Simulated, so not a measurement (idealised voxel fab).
process module | voxel local oxidation
220 nm wide, 5 nm square cells: that's cross-section cut.
Notation: cross-section as square-cell grid; stated in bands, top first, going down; one or more cell rows per band. Quick guide to a band line: top height, bottom height (nm) up front; then every material left to right with its width in nm. Only one material and it's marked "all across"? Then it fills the band edge to edge. And "empty" just means empty space. Heights are measured from 0, the level below which the as-received wafer is all one material; the lowest band has no bottom and continues downward, written as in "z 0 and below". The notation "30->40" denotes a width that varies across the rows of cells in the band, beginning at the first number in the top row, finishing at the second number in the bottom row, and changing by an identical amount from each row to the next. "remained the same", as given for a step, is the statement that not any cell of the cross-section underwent a change during that step. Voids not open to the top, 8 cells minimum: see "Sealed-off cavities". Written width x height at distance; distance is from the left edge; nm. If you see something after the settings on a step's line, that's the simulator's own remark about that step. "overlay nm" denotes, for a step that has a mask, the displacement of the mask to the right of its planned place, with negative values corresponding to the left.
## Listed below are the process steps as planned
1: RECEIVE [material Si]
2: OXIDIZE [depth nm 5]
3: CONFORMAL_DEP [material SiN] [thk nm 15]
4: PATTERN [tone cover] [mask id ACTIVE] [material resist] [width nm 110] [thk nm 15] [overlay nm 0]
5: DIRECTIONAL_ETCH [etch materials SiN] [depth nm 15]
6: STRIP [etch materials resist]
7: SELECTIVE_ETCH [etch materials SiO2] [depth nm 5]
8: OXIDIZE [depth nm 10]
9: STRIP [etch materials SiN]
## As received (post step 1): cross-section
- z 0 and below: Si all across
- Sealed-off cavities: none
## a wafer at the end: this start, this plan, one mistake
- z 0 to -5: empty=50  SiO2=100  empty=70
- z -5 to -15: SiO2=60  Si=80  SiO2=80
- z -15 and below: Si all across
- Sealed-off cavities: none
Deviation noted in wafer processing: step 4 did not happen as planned, as run it was PATTERN [tone cover] [mask id ACTIVE] [material resist] [width nm 110] [thk nm 15] [overlay nm -10]
